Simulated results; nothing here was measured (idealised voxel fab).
process module | voxel wiring stack
cross-section cut | 165 nm wide | cells 5 nm
A cross-section is a grid of square cells, given in bands from the top down. A band is one or more rows of cells.
Each band's line starts with the height of the band's top and of its bottom, in nm. Then come its materials from left to right, each with its width in nm. One material with "throughout" fills the band from edge to edge. "air" is empty space.
Height 0 is the level under which the wafer as received is all one material. The lowest band goes on downwards, as in "0 down".
A width such as "30 to 40" changes by the same amount from each row of cells to the next, from the band's top row to its bottom row.
"no change" after a step means that no cell of the cross-section changed.
closed voids: empty space of 8 cells or more with no open way to the top, each as width x height at its distance from the left edge, in nm
after a step's settings: what the simulator itself notes on the step
overlay nm, on a step with a mask: how far to the right of its planned place the mask lay; to the left if negative
plan
1 op RECEIVE | material Si
2 op CONFORMAL_DEP | material SiO2 | thk nm 15
3 op CONFORMAL_DEP | material SiCN | thk nm 5
4 op DIRECTIONAL_DEP | material SiO2 | thk nm 20
5 op PATTERN | tone open | mask id METAL_1 | material resist | width nm 25 | pitch nm 50 | thk nm 20 | overlay nm 0
6 op DIRECTIONAL_ETCH | etch materials SiO2 | depth nm 20
7 op DIRECTIONAL_ETCH | etch materials SiCN | depth nm 5
8 op STRIP | etch materials resist
9 op CONFORMAL_DEP | material TiN | thk nm 5
10 op FILL_DEP | material Cu | thk nm 10
11 op CMP | height nm 40
12 op EPI | material Ru | thk nm 5
13 op FILL_DEP | material SiCN | thk nm 5
14 op DIRECTIONAL_DEP | material SiO2 | thk nm 15
15 op DIRECTIONAL_DEP | material aC | thk nm 10
16 op PATTERN | tone open | mask id PLUG_1 | material resist | width nm 15 | thk nm 25 | overlay nm 0
17 op DIRECTIONAL_ETCH | etch materials aC | depth nm 10
18 op STRIP | etch materials resist
19 op DIRECTIONAL_ETCH | etch materials SiO2 | depth nm 15
20 op DIRECTIONAL_ETCH | etch materials SiCN | depth nm 5
21 op STRIP | etch materials aC
22 op CONFORMAL_DEP | material TiN | thk nm 5
23 op FILL_DEP | material Cu | thk nm 5
24 op CMP | height nm 65
25 op DIRECTIONAL_DEP | material TiN | thk nm 5
26 op DIRECTIONAL_DEP | material W | thk nm 15
27 op MASKED_ETCH | tone cover | mask id METAL_2 | width nm 25 | pitch nm 50 | etch materials W | depth nm 15 | overlay nm 0
28 op MASKED_ETCH | tone cover | mask id METAL_2 | width nm 25 | pitch nm 50 | etch materials TiN | depth nm 5 | overlay nm 0
29 op FILL_DEP | material lowk | thk nm 10
30 op CMP | height nm 85
31 op CONFORMAL_DEP | material SiCN | thk nm 5
32 op DIRECTIONAL_DEP | material lowk | thk nm 25
33 op DIRECTIONAL_DEP | material aC | thk nm 10
34 op PATTERN | tone open | mask id METAL_3_HOLES | material resist | width nm 15 | thk nm 30 | overlay nm 0
35 op DIRECTIONAL_ETCH | etch materials aC | depth nm 10
36 op STRIP | etch materials resist
37 op DIRECTIONAL_ETCH | etch materials lowk | depth nm 25
38 op STRIP | etch materials aC
39 op MASKED_ETCH | tone open | mask id METAL_3 | width nm 25 | pitch nm 50 | etch materials lowk | depth nm 15 | overlay nm 0
40 op MASKED_ETCH | tone open | mask id METAL_3 | width nm 25 | pitch nm 50 | etch materials SiCN | depth nm 5 | overlay nm 0
41 op CONFORMAL_DEP | material TiN | thk nm 5
42 op FILL_DEP | material Ru | thk nm 5
43 op CMP | height nm 115
44 op CONFORMAL_DEP | material SiCN | thk nm 5
45 op DIRECTIONAL_DEP | material SiO2 | thk nm 30
46 op DIRECTIONAL_DEP | material aC | thk nm 15
47 op PATTERN | tone open | mask id METAL_4_HOLES | material resist | width nm 15 | pitch nm 50 | thk nm 30 | overlay nm 0
48 op DIRECTIONAL_ETCH | etch materials aC | depth nm 15
49 op STRIP | etch materials resist
50 op DIRECTIONAL_ETCH | etch materials SiO2 | depth nm 30
51 op STRIP | etch materials aC
52 op DIRECTIONAL_DEP | material aC | thk nm 15
53 op PATTERN | tone open | mask id METAL_4 | material resist | width nm 25 | pitch nm 50 | thk nm 30 | overlay nm 0
54 op DIRECTIONAL_ETCH | etch materials aC | depth nm 15
55 op STRIP | etch materials resist
56 op DIRECTIONAL_ETCH | etch materials SiO2 | depth nm 15
57 op DIRECTIONAL_ETCH | etch materials SiCN | depth nm 5
58 op STRIP | etch materials aC
59 op CONFORMAL_DEP | material TiN | thk nm 5
60 op FILL_DEP | material Cu | thk nm 5
61 op CMP | height nm 150
62 op CONFORMAL_DEP | material SiN | thk nm 5
first wafer, as planned
as received, after step 1
  0 down: Si throughout
  closed voids: none
after step 2
  15 to 0: SiO2 throughout
  below 0: unchanged
after step 3
  20 to 15: SiCN throughout
  below 15: unchanged
after step 4
  40 to 20: SiO2 throughout
  below 20: unchanged
after step 5
  60 to 40: resist 45 | air 25 | resist 25 | air 25 | resist 45
  below 40: unchanged
after step 6
  60 to 40: resist 45 | air 25 | resist 25 | air 25 | resist 45
  40 to 20: SiO2 45 | air 25 | SiO2 25 | air 25 | SiO2 45
  below 20: unchanged
after step 7
  60 to 40: resist 45 | air 25 | resist 25 | air 25 | resist 45
  40 to 20: SiO2 45 | air 25 | SiO2 25 | air 25 | SiO2 45
  20 to 15: SiCN 45 | air 25 | SiCN 25 | air 25 | SiCN 45
  below 15: unchanged
after step 8
  40 to 20: SiO2 45 | air 25 | SiO2 25 | air 25 | SiO2 45
  below 20: unchanged
after step 9
  45 to 40: TiN 50 | air 15 | TiN 35 | air 15 | TiN 50
  40 to 20: SiO2 45 | TiN 5 | air 15 | TiN 5 | SiO2 25 | TiN 5 | air 15 | TiN 5 | SiO2 45
  20 to 15: SiCN 45 | TiN 25 | SiCN 25 | TiN 25 | SiCN 45
  below 15: unchanged
after step 10
  55 to 45: Cu throughout
  45 to 40: TiN 50 | Cu 15 | TiN 35 | Cu 15 | TiN 50
  40 to 20: SiO2 45 | TiN 5 | Cu 15 | TiN 5 | SiO2 25 | TiN 5 | Cu 15 | TiN 5 | SiO2 45
  below 20: unchanged
after step 11
  40 to 20: SiO2 45 | TiN 5 | Cu 15 | TiN 5 | SiO2 25 | TiN 5 | Cu 15 | TiN 5 | SiO2 45
  below 20: unchanged
after step 12
  45 to 40: air 40 | Ru 35 | air 15 | Ru 35 | air 40
  below 40: unchanged
after step 13
  50 to 45: SiCN throughout
  45 to 40: SiCN 40 | Ru 35 | SiCN 15 | Ru 35 | SiCN 40
  below 40: unchanged
after step 14
  65 to 50: SiO2 throughout
  below 50: unchanged
after step 15
  75 to 65: aC throughout
  below 65: unchanged
after step 16
  100 to 75: resist 45 | air 15 | resist 105
  below 75: unchanged
after step 17
  90 to 75: resist 45 | air 15 | resist 105
  75 to 65: aC 45 | air 15 | aC 105
  below 65: unchanged
after step 18
  75 to 65: aC 45 | air 15 | aC 105
  below 65: unchanged
after step 19
  75 to 65: aC 45 | air 15 | aC 105
  65 to 50: SiO2 45 | air 15 | SiO2 105
  below 50: unchanged
after step 20
  75 to 65: aC 45 | air 15 | aC 105
  65 to 50: SiO2 45 | air 15 | SiO2 105
  50 to 45: SiCN 45 | air 15 | SiCN 105
  below 45: unchanged
after step 21
  65 to 50: SiO2 45 | air 15 | SiO2 105
  below 50: unchanged
after step 22
  70 to 65: TiN 50 | air 5 | TiN 110
  65 to 50: SiO2 45 | TiN 5 | air 5 | TiN 5 | SiO2 105
  50 to 45: SiCN 45 | TiN 15 | SiCN 105
  below 45: unchanged
after step 23
  75 to 70: Cu throughout
  70 to 65: TiN 50 | Cu 5 | TiN 110
  65 to 50: SiO2 45 | TiN 5 | Cu 5 | TiN 5 | SiO2 105
  below 50: unchanged
after step 24
  65 to 50: SiO2 45 | TiN 5 | Cu 5 | TiN 5 | SiO2 105
  below 50: unchanged
after step 25
  70 to 65: TiN throughout
  below 65: unchanged
after step 26
  85 to 70: W throughout
  below 70: unchanged
after step 27
  85 to 70: air 45 | W 25 | air 25 | W 25 | air 45
  below 70: unchanged
after step 28
  85 to 70: air 45 | W 25 | air 25 | W 25 | air 45
  70 to 65: air 45 | TiN 25 | air 25 | TiN 25 | air 45
  below 65: unchanged
after step 29
  95 to 85: lowk throughout
  85 to 70: lowk 45 | W 25 | lowk 25 | W 25 | lowk 45
  70 to 65: lowk 45 | TiN 25 | lowk 25 | TiN 25 | lowk 45
  below 65: unchanged
after step 30
  85 to 70: lowk 45 | W 25 | lowk 25 | W 25 | lowk 45
  below 70: unchanged
after step 31
  90 to 85: SiCN throughout
  below 85: unchanged
after step 32
  115 to 90: lowk throughout
  below 90: unchanged
after step 33
  125 to 115: aC throughout
  below 115: unchanged
after step 34
  155 to 125: resist 45 | air 15 | resist 105
  below 125: unchanged
after step 35
  145 to 125: resist 45 | air 15 | resist 105
  125 to 115: aC 45 | air 15 | aC 105
  below 115: unchanged
after step 36
  125 to 115: aC 45 | air 15 | aC 105
  below 115: unchanged
after step 37
  125 to 115: aC 45 | air 15 | aC 105
  115 to 90: lowk 45 | air 15 | lowk 105
  below 90: unchanged
after step 38
  115 to 90: lowk 45 | air 15 | lowk 105
  below 90: unchanged
after step 39
  115 to 100: lowk 45 | air 25 | lowk 25 | air 25 | lowk 45
  below 100: unchanged
after step 40
  115 to 100: lowk 45 | air 25 | lowk 25 | air 25 | lowk 45
  100 to 90: lowk 45 | air 15 | lowk 105
  90 to 85: SiCN 45 | air 15 | SiCN 105
  below 85: unchanged
after step 41
  120 to 115: TiN 50 | air 15 | TiN 35 | air 15 | TiN 50
  115 to 105: lowk 45 | TiN 5 | air 15 | TiN 5 | lowk 25 | TiN 5 | air 15 | TiN 5 | lowk 45
  105 to 100: lowk 45 | TiN 5 | air 5 | TiN 15 | lowk 25 | TiN 25 | lowk 45
  100 to 90: lowk 45 | TiN 5 | air 5 | TiN 5 | lowk 105
  90 to 85: SiCN 45 | TiN 15 | SiCN 105
  below 85: unchanged
after step 42
  125 to 120: Ru throughout
  120 to 115: TiN 50 | Ru 15 | TiN 35 | Ru 15 | TiN 50
  115 to 105: lowk 45 | TiN 5 | Ru 15 | TiN 5 | lowk 25 | TiN 5 | Ru 15 | TiN 5 | lowk 45
  105 to 100: lowk 45 | TiN 5 | Ru 5 | TiN 15 | lowk 25 | TiN 25 | lowk 45
  100 to 90: lowk 45 | TiN 5 | Ru 5 | TiN 5 | lowk 105
  below 90: unchanged
after step 43
  115 to 105: lowk 45 | TiN 5 | Ru 15 | TiN 5 | lowk 25 | TiN 5 | Ru 15 | TiN 5 | lowk 45
  below 105: unchanged
after step 44
  120 to 115: SiCN throughout
  below 115: unchanged
after step 45
  150 to 120: SiO2 throughout
  below 120: unchanged
after step 46
  165 to 150: aC throughout
  below 150: unchanged
after step 47
  195 to 165: resist 45 | air 15 | resist 35 | air 15 | resist 55
  below 165: unchanged
after step 48
  180 to 165: resist 45 | air 15 | resist 35 | air 15 | resist 55
  165 to 150: aC 45 | air 15 | aC 35 | air 15 | aC 55
  below 150: unchanged
after step 49
  165 to 150: aC 45 | air 15 | aC 35 | air 15 | aC 55
  below 150: unchanged
after step 50
  165 to 150: aC 45 | air 15 | aC 35 | air 15 | aC 55
  150 to 120: SiO2 45 | air 15 | SiO2 35 | air 15 | SiO2 55
  below 120: unchanged
after step 51
  150 to 120: SiO2 45 | air 15 | SiO2 35 | air 15 | SiO2 55
  below 120: unchanged
after step 52
  165 to 150: aC 45 | air 15 | aC 35 | air 15 | aC 55
  150 to 135: SiO2 45 | air 15 | SiO2 35 | air 15 | SiO2 55
  135 to 120: SiO2 45 | aC 15 | SiO2 35 | aC 15 | SiO2 55
  below 120: unchanged
after step 53
  195 to 165: resist 45 | air 25 | resist 25 | air 25 | resist 45
  below 165: unchanged
after step 54
  180 to 165: resist 45 | air 25 | resist 25 | air 25 | resist 45
  165 to 150: aC 45 | air 25 | aC 25 | air 25 | aC 45
  150 to 120: SiO2 45 | air 15 | SiO2 35 | air 15 | SiO2 55
  below 120: unchanged
after step 55
  165 to 150: aC 45 | air 25 | aC 25 | air 25 | aC 45
  below 150: unchanged
after step 56
  165 to 150: aC 45 | air 25 | aC 25 | air 25 | aC 45
  150 to 135: SiO2 45 | air 25 | SiO2 25 | air 25 | SiO2 45
  below 135: unchanged
after step 57
  165 to 150: aC 45 | air 25 | aC 25 | air 25 | aC 45
  150 to 135: SiO2 45 | air 25 | SiO2 25 | air 25 | SiO2 45
  135 to 120: SiO2 45 | air 15 | SiO2 35 | air 15 | SiO2 55
  120 to 115: SiCN 45 | air 15 | SiCN 35 | air 15 | SiCN 55
  below 115: unchanged
after step 58
  150 to 135: SiO2 45 | air 25 | SiO2 25 | air 25 | SiO2 45
  below 135: unchanged
after step 59
  155 to 150: TiN 50 | air 15 | TiN 35 | air 15 | TiN 50
  150 to 140: SiO2 45 | TiN 5 | air 15 | TiN 5 | SiO2 25 | TiN 5 | air 15 | TiN 5 | SiO2 45
  140 to 135: SiO2 45 | TiN 5 | air 5 | TiN 15 | SiO2 25 | TiN 5 | air 5 | TiN 15 | SiO2 45
  135 to 120: SiO2 45 | TiN 5 | air 5 | TiN 5 | SiO2 35 | TiN 5 | air 5 | TiN 5 | SiO2 55
  120 to 115: SiCN 45 | TiN 15 | SiCN 35 | TiN 15 | SiCN 55
  below 115: unchanged
after step 60
  160 to 155: Cu throughout
  155 to 150: TiN 50 | Cu 15 | TiN 35 | Cu 15 | TiN 50
  150 to 140: SiO2 45 | TiN 5 | Cu 15 | TiN 5 | SiO2 25 | TiN 5 | Cu 15 | TiN 5 | SiO2 45
  140 to 135: SiO2 45 | TiN 5 | Cu 5 | TiN 15 | SiO2 25 | TiN 5 | Cu 5 | TiN 15 | SiO2 45
  135 to 120: SiO2 45 | TiN 5 | Cu 5 | TiN 5 | SiO2 35 | TiN 5 | Cu 5 | TiN 5 | SiO2 55
  below 120: unchanged
after step 61
  150 to 140: SiO2 45 | TiN 5 | Cu 15 | TiN 5 | SiO2 25 | TiN 5 | Cu 15 | TiN 5 | SiO2 45
  below 140: unchanged
after step 62
  155 to 150: SiN throughout
  below 150: unchanged
second wafer: like start, like plan, one mistake. Through step 1 it matches the first wafer
when step 2 should have ended
  15 to 0: lowk throughout
  below 0: unchanged
when step 3 should have ended
  20 to 15: SiCN throughout
  below 15: unchanged
when step 4 should have ended
  40 to 20: SiO2 throughout
  below 20: unchanged
when step 5 should have ended
  60 to 40: resist 45 | air 25 | resist 25 | air 25 | resist 45
  below 40: unchanged
when step 6 should have ended
  60 to 40: resist 45 | air 25 | resist 25 | air 25 | resist 45
  40 to 20: SiO2 45 | air 25 | SiO2 25 | air 25 | SiO2 45
  below 20: unchanged
when step 7 should have ended
  60 to 40: resist 45 | air 25 | resist 25 | air 25 | resist 45
  40 to 20: SiO2 45 | air 25 | SiO2 25 | air 25 | SiO2 45
  20 to 15: SiCN 45 | air 25 | SiCN 25 | air 25 | SiCN 45
  below 15: unchanged
when step 8 should have ended
  40 to 20: SiO2 45 | air 25 | SiO2 25 | air 25 | SiO2 45
  below 20: unchanged
when step 9 should have ended
  45 to 40: TiN 50 | air 15 | TiN 35 | air 15 | TiN 50
  40 to 20: SiO2 45 | TiN 5 | air 15 | TiN 5 | SiO2 25 | TiN 5 | air 15 | TiN 5 | SiO2 45
  20 to 15: SiCN 45 | TiN 25 | SiCN 25 | TiN 25 | SiCN 45
  below 15: unchanged
when step 10 should have ended
  55 to 45: Cu throughout
  45 to 40: TiN 50 | Cu 15 | TiN 35 | Cu 15 | TiN 50
  40 to 20: SiO2 45 | TiN 5 | Cu 15 | TiN 5 | SiO2 25 | TiN 5 | Cu 15 | TiN 5 | SiO2 45
  below 20: unchanged
when step 11 should have ended
  40 to 20: SiO2 45 | TiN 5 | Cu 15 | TiN 5 | SiO2 25 | TiN 5 | Cu 15 | TiN 5 | SiO2 45
  below 20: unchanged
when step 12 should have ended
  45 to 40: air 40 | Ru 35 | air 15 | Ru 35 | air 40
  below 40: unchanged
when step 13 should have ended
  50 to 45: SiCN throughout
  45 to 40: SiCN 40 | Ru 35 | SiCN 15 | Ru 35 | SiCN 40
  below 40: unchanged
when step 14 should have ended
  65 to 50: SiO2 throughout
  below 50: unchanged
when step 15 should have ended
  75 to 65: aC throughout
  below 65: unchanged
when step 16 should have ended
  100 to 75: resist 45 | air 15 | resist 105
  below 75: unchanged
when step 17 should have ended
  90 to 75: resist 45 | air 15 | resist 105
  75 to 65: aC 45 | air 15 | aC 105
  below 65: unchanged
when step 18 should have ended
  75 to 65: aC 45 | air 15 | aC 105
  below 65: unchanged
when step 19 should have ended
  75 to 65: aC 45 | air 15 | aC 105
  65 to 50: SiO2 45 | air 15 | SiO2 105
  below 50: unchanged
when step 20 should have ended
  75 to 65: aC 45 | air 15 | aC 105
  65 to 50: SiO2 45 | air 15 | SiO2 105
  50 to 45: SiCN 45 | air 15 | SiCN 105
  below 45: unchanged
when step 21 should have ended
  65 to 50: SiO2 45 | air 15 | SiO2 105
  below 50: unchanged
when step 22 should have ended
  70 to 65: TiN 50 | air 5 | TiN 110
  65 to 50: SiO2 45 | TiN 5 | air 5 | TiN 5 | SiO2 105
  50 to 45: SiCN 45 | TiN 15 | SiCN 105
  below 45: unchanged
when step 23 should have ended
  75 to 70: Cu throughout
  70 to 65: TiN 50 | Cu 5 | TiN 110
  65 to 50: SiO2 45 | TiN 5 | Cu 5 | TiN 5 | SiO2 105
  below 50: unchanged
when step 24 should have ended
  65 to 50: SiO2 45 | TiN 5 | Cu 5 | TiN 5 | SiO2 105
  below 50: unchanged
when step 25 should have ended
  70 to 65: TiN throughout
  below 65: unchanged
when step 26 should have ended
  85 to 70: W throughout
  below 70: unchanged
when step 27 should have ended
  85 to 70: air 45 | W 25 | air 25 | W 25 | air 45
  below 70: unchanged
when step 28 should have ended
  85 to 70: air 45 | W 25 | air 25 | W 25 | air 45
  70 to 65: air 45 | TiN 25 | air 25 | TiN 25 | air 45
  below 65: unchanged
when step 29 should have ended
  95 to 85: lowk throughout
  85 to 70: lowk 45 | W 25 | lowk 25 | W 25 | lowk 45
  70 to 65: lowk 45 | TiN 25 | lowk 25 | TiN 25 | lowk 45
  below 65: unchanged
when step 30 should have ended
  85 to 70: lowk 45 | W 25 | lowk 25 | W 25 | lowk 45
  below 70: unchanged
when step 31 should have ended
  90 to 85: SiCN throughout
  below 85: unchanged
when step 32 should have ended
  115 to 90: lowk throughout
  below 90: unchanged
when step 33 should have ended
  125 to 115: aC throughout
  below 115: unchanged
when step 34 should have ended
  155 to 125: resist 45 | air 15 | resist 105
  below 125: unchanged
when step 35 should have ended
  145 to 125: resist 45 | air 15 | resist 105
  125 to 115: aC 45 | air 15 | aC 105
  below 115: unchanged
when step 36 should have ended
  125 to 115: aC 45 | air 15 | aC 105
  below 115: unchanged
when step 37 should have ended
  125 to 115: aC 45 | air 15 | aC 105
  115 to 90: lowk 45 | air 15 | lowk 105
  below 90: unchanged
when step 38 should have ended
  115 to 90: lowk 45 | air 15 | lowk 105
  below 90: unchanged
when step 39 should have ended
  115 to 100: lowk 45 | air 25 | lowk 25 | air 25 | lowk 45
  below 100: unchanged
when step 40 should have ended
  115 to 100: lowk 45 | air 25 | lowk 25 | air 25 | lowk 45
  100 to 90: lowk 45 | air 15 | lowk 105
  90 to 85: SiCN 45 | air 15 | SiCN 105
  below 85: unchanged
when step 41 should have ended
  120 to 115: TiN 50 | air 15 | TiN 35 | air 15 | TiN 50
  115 to 105: lowk 45 | TiN 5 | air 15 | TiN 5 | lowk 25 | TiN 5 | air 15 | TiN 5 | lowk 45
  105 to 100: lowk 45 | TiN 5 | air 5 | TiN 15 | lowk 25 | TiN 25 | lowk 45
  100 to 90: lowk 45 | TiN 5 | air 5 | TiN 5 | lowk 105
  90 to 85: SiCN 45 | TiN 15 | SiCN 105
  below 85: unchanged
when step 42 should have ended
  125 to 120: Ru throughout
  120 to 115: TiN 50 | Ru 15 | TiN 35 | Ru 15 | TiN 50
  115 to 105: lowk 45 | TiN 5 | Ru 15 | TiN 5 | lowk 25 | TiN 5 | Ru 15 | TiN 5 | lowk 45
  105 to 100: lowk 45 | TiN 5 | Ru 5 | TiN 15 | lowk 25 | TiN 25 | lowk 45
  100 to 90: lowk 45 | TiN 5 | Ru 5 | TiN 5 | lowk 105
  below 90: unchanged
when step 43 should have ended
  115 to 105: lowk 45 | TiN 5 | Ru 15 | TiN 5 | lowk 25 | TiN 5 | Ru 15 | TiN 5 | lowk 45
  below 105: unchanged
when step 44 should have ended
  120 to 115: SiCN throughout
  below 115: unchanged
when step 45 should have ended
  150 to 120: SiO2 throughout
  below 120: unchanged
when step 46 should have ended
  165 to 150: aC throughout
  below 150: unchanged
when step 47 should have ended
  195 to 165: resist 45 | air 15 | resist 35 | air 15 | resist 55
  below 165: unchanged
when step 48 should have ended
  180 to 165: resist 45 | air 15 | resist 35 | air 15 | resist 55
  165 to 150: aC 45 | air 15 | aC 35 | air 15 | aC 55
  below 150: unchanged
when step 49 should have ended
  165 to 150: aC 45 | air 15 | aC 35 | air 15 | aC 55
  below 150: unchanged
when step 50 should have ended
  165 to 150: aC 45 | air 15 | aC 35 | air 15 | aC 55
  150 to 120: SiO2 45 | air 15 | SiO2 35 | air 15 | SiO2 55
  below 120: unchanged
when step 51 should have ended
  150 to 120: SiO2 45 | air 15 | SiO2 35 | air 15 | SiO2 55
  below 120: unchanged
when step 52 should have ended
  165 to 150: aC 45 | air 15 | aC 35 | air 15 | aC 55
  150 to 135: SiO2 45 | air 15 | SiO2 35 | air 15 | SiO2 55
  135 to 120: SiO2 45 | aC 15 | SiO2 35 | aC 15 | SiO2 55
  below 120: unchanged
when step 53 should have ended
  195 to 165: resist 45 | air 25 | resist 25 | air 25 | resist 45
  below 165: unchanged
when step 54 should have ended
  180 to 165: resist 45 | air 25 | resist 25 | air 25 | resist 45
  165 to 150: aC 45 | air 25 | aC 25 | air 25 | aC 45
  150 to 120: SiO2 45 | air 15 | SiO2 35 | air 15 | SiO2 55
  below 120: unchanged
when step 55 should have ended
  165 to 150: aC 45 | air 25 | aC 25 | air 25 | aC 45
  below 150: unchanged
when step 56 should have ended
  165 to 150: aC 45 | air 25 | aC 25 | air 25 | aC 45
  150 to 135: SiO2 45 | air 25 | SiO2 25 | air 25 | SiO2 45
  below 135: unchanged
when step 57 should have ended
  165 to 150: aC 45 | air 25 | aC 25 | air 25 | aC 45
  150 to 135: SiO2 45 | air 25 | SiO2 25 | air 25 | SiO2 45
  135 to 120: SiO2 45 | air 15 | SiO2 35 | air 15 | SiO2 55
  120 to 115: SiCN 45 | air 15 | SiCN 35 | air 15 | SiCN 55
  below 115: unchanged
when step 58 should have ended
  150 to 135: SiO2 45 | air 25 | SiO2 25 | air 25 | SiO2 45
  below 135: unchanged
when step 59 should have ended
  155 to 150: TiN 50 | air 15 | TiN 35 | air 15 | TiN 50
  150 to 140: SiO2 45 | TiN 5 | air 15 | TiN 5 | SiO2 25 | TiN 5 | air 15 | TiN 5 | SiO2 45
  140 to 135: SiO2 45 | TiN 5 | air 5 | TiN 15 | SiO2 25 | TiN 5 | air 5 | TiN 15 | SiO2 45
  135 to 120: SiO2 45 | TiN 5 | air 5 | TiN 5 | SiO2 35 | TiN 5 | air 5 | TiN 5 | SiO2 55
  120 to 115: SiCN 45 | TiN 15 | SiCN 35 | TiN 15 | SiCN 55
  below 115: unchanged
when step 60 should have ended
  160 to 155: Cu throughout
  155 to 150: TiN 50 | Cu 15 | TiN 35 | Cu 15 | TiN 50
  150 to 140: SiO2 45 | TiN 5 | Cu 15 | TiN 5 | SiO2 25 | TiN 5 | Cu 15 | TiN 5 | SiO2 45
  140 to 135: SiO2 45 | TiN 5 | Cu 5 | TiN 15 | SiO2 25 | TiN 5 | Cu 5 | TiN 15 | SiO2 45
  135 to 120: SiO2 45 | TiN 5 | Cu 5 | TiN 5 | SiO2 35 | TiN 5 | Cu 5 | TiN 5 | SiO2 55
  below 120: unchanged
when step 61 should have ended
  150 to 140: SiO2 45 | TiN 5 | Cu 15 | TiN 5 | SiO2 25 | TiN 5 | Cu 15 | TiN 5 | SiO2 45
  below 140: unchanged
when step 62 should have ended
  155 to 150: SiN throughout
  below 150: unchanged
what went wrong: step 2 ran as: op CONFORMAL_DEP | material lowk | thk nm 15
at the end the second wafer has, in cells: 99 fewer of SiO2 | 99 more of lowk
